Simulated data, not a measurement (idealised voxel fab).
The following is a process module called voxel self aligned contacts.
The cross-section on display is named cut; it measures 215 nm wide, and its cells are 5 nm squares.
How to read a cross-section here: the picture is a grid of square cells, written as bands going from the top down, and any band can span one or more rows of cells.
Heads up on the band format: heights come first, top then bottom, in nm. After that it's the materials left to right, each with its width in nm. A single material flagged "all across" fills the whole band edge to edge, and "air" means there's empty space there.
Heights are measured from 0, the level below which the as-received wafer is all one material; the lowest band has no bottom and continues downward, written as in "0 and below".
A width given as "30->40" starts at the first number in the band's top row and ends at the second number in its bottom row, shifting by an equal amount at every step from row to row.
A step reported as "no alterations made" is a step in which no cell of the cross-section changed.
What "Enclosed void list" gives you is every empty space of 8 cells or more that is cut off from the top. Each appears as width x height at distance, with the distance taken from the left edge and width, height and distance all in nm.
On a step's line, text after the settings is the simulator commenting on that step.
The optional step-line setting "overlay nm" applies to steps with a mask and quantifies how far to the right of its planned location the mask lay, a negative value indicating leftward placement.

This section lists the process steps that were planned:
1) RECEIVE [material Si]
2) OXIDIZE [depth nm 5]
3) DIRECTIONAL_DEP [material polySi] [thk nm 20]
4) DIRECTIONAL_DEP [material SiN] [thk nm 20]
5) MASKED_ETCH [tone cover] [mask id GATE] [width nm 30] [pitch nm 55] [etch materials SiN] [depth nm 20] [overlay nm 0]
6) MASKED_ETCH [tone cover] [mask id GATE] [width nm 30] [pitch nm 55] [etch materials polySi] [depth nm 20] [overlay nm 0]
7) CONFORMAL_DEP [material SiN] [thk nm 5]
8) DIRECTIONAL_ETCH [etch materials SiN] [depth nm 5]
9) FILL_DEP [material SiO2] [thk nm 15]
10) CMP [height nm 50]
11) MASKED_ETCH [tone open] [mask id CONTACT] [width nm 35] [etch materials SiO2] [depth nm 55] [overlay nm 0]
12) CONFORMAL_DEP [material TiN] [thk nm 5]
13) FILL_DEP [material Ru] [thk nm 10]
14) CMP [height nm 50]
15) CONFORMAL_DEP [material SiCN] [thk nm 5]

The first of a set of two wafers, run to plan:

Step 1 complete: cross-section of the wafer as received:
  0 and below  Si all across
  Enclosed void list: none

Step 2 done - wafer cross-section:
  0 down to -5  SiO2 all across
  At heights below -5, the structure remains unaltered.

Step 3 done - wafer cross-section:
  20 down to 0  polySi all across
  At heights below 0, the structure remains unaltered.

Step 4 done - wafer cross-section:
  40 down to 20  SiN all across
  At heights below 20, the structure remains unaltered.

Step 5 done - wafer cross-section:
  40 down to 20  65 air  30 SiN  25 air  30 SiN  65 air
  At heights below 20, the structure remains unaltered.

Step 6 done - wafer cross-section:
  40 down to 20  65 air  30 SiN  25 air  30 SiN  65 air
  20 down to 0  65 air  30 polySi  25 air  30 polySi  65 air
  At heights below 0, the structure remains unaltered.

Step 7 done - wafer cross-section:
  45 down to 20  60 air  40 SiN  15 air  40 SiN  60 air
  20 down to 5  60 air  5 SiN  30 polySi  5 SiN  15 air  5 SiN  30 polySi  5 SiN  60 air
  5 down to 0  65 SiN  30 polySi  25 SiN  30 polySi  65 SiN
  At heights below 0, the structure remains unaltered.

Step 8 done - wafer cross-section:
  40 down to 20  60 air  40 SiN  15 air  40 SiN  60 air
  20 down to 0  60 air  5 SiN  30 polySi  5 SiN  15 air  5 SiN  30 polySi  5 SiN  60 air
  At heights below 0, the structure remains unaltered.

Step 9 done - wafer cross-section:
  55 down to 40  SiO2 all across
  40 down to 20  60 SiO2  40 SiN  15 SiO2  40 SiN  60 SiO2
  20 down to 0  60 SiO2  5 SiN  30 polySi  5 SiN  15 SiO2  5 SiN  30 polySi  5 SiN  60 SiO2
  At heights below 0, the structure remains unaltered.

Step 10 done - wafer cross-section:
  50 down to 40  SiO2 all across
  At heights below 40, the structure remains unaltered.

Step 11 done - wafer cross-section:
  50 down to 40  90 SiO2  35 air  90 SiO2
  40 down to 20  60 SiO2  40 SiN  15 air  40 SiN  60 SiO2
  20 down to 0  60 SiO2  5 SiN  30 polySi  5 SiN  15 air  5 SiN  30 polySi  5 SiN  60 SiO2
  0 down to -5  100 SiO2  15 air  100 SiO2
  At heights below -5, the structure remains unaltered.

Step 12 done - wafer cross-section:
  55 down to 50  95 TiN  25 air  95 TiN
  50 down to 40  90 SiO2  5->15 TiN  25->5 air  5->15 TiN  90 SiO2
  40 down to 20  60 SiO2  40 SiN  5 TiN  5 air  5 TiN  40 SiN  60 SiO2
  20 down to 0  60 SiO2  5 SiN  30 polySi  5 SiN  5 TiN  5 air  5 TiN  5 SiN  30 polySi  5 SiN  60 SiO2
  0 down to -5  100 SiO2  15 TiN  100 SiO2
  At heights below -5, the structure remains unaltered.

Step 13 done - wafer cross-section:
  65 down to 55  Ru all across
  55 down to 50  95 TiN  25 Ru  95 TiN
  50 down to 40  90 SiO2  5->15 TiN  25->5 Ru  5->15 TiN  90 SiO2
  40 down to 20  60 SiO2  40 SiN  5 TiN  5 Ru  5 TiN  40 SiN  60 SiO2
  20 down to 0  60 SiO2  5 SiN  30 polySi  5 SiN  5 TiN  5 Ru  5 TiN  5 SiN  30 polySi  5 SiN  60 SiO2
  At heights below 0, the structure remains unaltered.

Step 14 done - wafer cross-section:
  50 down to 40  90 SiO2  5->15 TiN  25->5 Ru  5->15 TiN  90 SiO2
  At heights below 40, the structure remains unaltered.

Step 15 done - wafer cross-section:
  55 down to 50  SiCN all across
  At heights below 50, the structure remains unaltered.

Wafer two. Identical start, identical plan. One mistake in execution. Identical history through step 2:

Second wafer, section view, time point: scheduled end of step 3:
  40 down to 0  polySi all across
  At heights below 0, the structure remains unaltered.

Second wafer, section view, time point: scheduled end of step 4:
  60 down to 40  SiN all across
  At heights below 40, the structure remains unaltered.

Second wafer, section view, time point: scheduled end of step 5:
  60 down to 40  65 air  30 SiN  25 air  30 SiN  65 air
  At heights below 40, the structure remains unaltered.

Second wafer, section view, time point: scheduled end of step 6:
  60 down to 40  65 air  30 SiN  25 air  30 SiN  65 air
  40 down to 20  65 air  30 polySi  25 air  30 polySi  65 air
  At heights below 20, the structure remains unaltered.

Second wafer, section view, time point: scheduled end of step 7:
  65 down to 40  60 air  40 SiN  15 air  40 SiN  60 air
  40 down to 25  60 air  5 SiN  30 polySi  5 SiN  15 air  5 SiN  30 polySi  5 SiN  60 air
  25 down to 20  65 SiN  30 polySi  25 SiN  30 polySi  65 SiN
  At heights below 20, the structure remains unaltered.

Second wafer, section view, time point: scheduled end of step 8:
  60 down to 40  60 air  40 SiN  15 air  40 SiN  60 air
  40 down to 20  60 air  5 SiN  30 polySi  5 SiN  15 air  5 SiN  30 polySi  5 SiN  60 air
  At heights below 20, the structure remains unaltered.

Second wafer, section view, time point: scheduled end of step 9:
  75 down to 60  SiO2 all across
  60 down to 40  60 SiO2  40 SiN  15 SiO2  40 SiN  60 SiO2
  40 down to 20  60 SiO2  5 SiN  30 polySi  5 SiN  15 SiO2  5 SiN  30 polySi  5 SiN  60 SiO2
  At heights below 20, the structure remains unaltered.

Second wafer, section view, time point: scheduled end of step 10:
  50 down to 40  60 SiO2  40 SiN  15 SiO2  40 SiN  60 SiO2
  At heights below 40, the structure remains unaltered.

Second wafer, section view, time point: scheduled end of step 11:
  50 down to 40  60 SiO2  40 SiN  15 air  40 SiN  60 SiO2
  40 down to 20  60 SiO2  5 SiN  30 polySi  5 SiN  15 air  5 SiN  30 polySi  5 SiN  60 SiO2
  At heights below 20, the structure remains unaltered.

Second wafer, section view, time point: scheduled end of step 12:
  55 down to 50  105 TiN  5 air  105 TiN
  50 down to 40  60 SiO2  40 SiN  5 TiN  5 air  5 TiN  40 SiN  60 SiO2
  40 down to 25  60 SiO2  5 SiN  30 polySi  5 SiN  5 TiN  5 air  5 TiN  5 SiN  30 polySi  5 SiN  60 SiO2
  25 down to 20  60 SiO2  5 SiN  30 polySi  5 SiN  15 TiN  5 SiN  30 polySi  5 SiN  60 SiO2
  At heights below 20, the structure remains unaltered.

Second wafer, section view, time point: scheduled end of step 13:
  65 down to 55  Ru all across
  55 down to 50  105 TiN  5 Ru  105 TiN
  50 down to 40  60 SiO2  40 SiN  5 TiN  5 Ru  5 TiN  40 SiN  60 SiO2
  40 down to 25  60 SiO2  5 SiN  30 polySi  5 SiN  5 TiN  5 Ru  5 TiN  5 SiN  30 polySi  5 SiN  60 SiO2
  At heights below 25, the structure remains unaltered.

Second wafer, section view, time point: scheduled end of step 14:
  50 down to 40  60 SiO2  40 SiN  5 TiN  5 Ru  5 TiN  40 SiN  60 SiO2
  At heights below 40, the structure remains unaltered.

Second wafer, section view, time point: scheduled end of step 15:
  55 down to 50  SiCN all across
  At heights below 50, the structure remains unaltered.
what went wrong: the plan's step 3 ran twice
End of process, cell counts, second wafer against first, materials with more or fewer: Ru: 9 fewer | SiN: 32 fewer | SiO2: 117 fewer | TiN: 14 fewer | polySi: 172 more
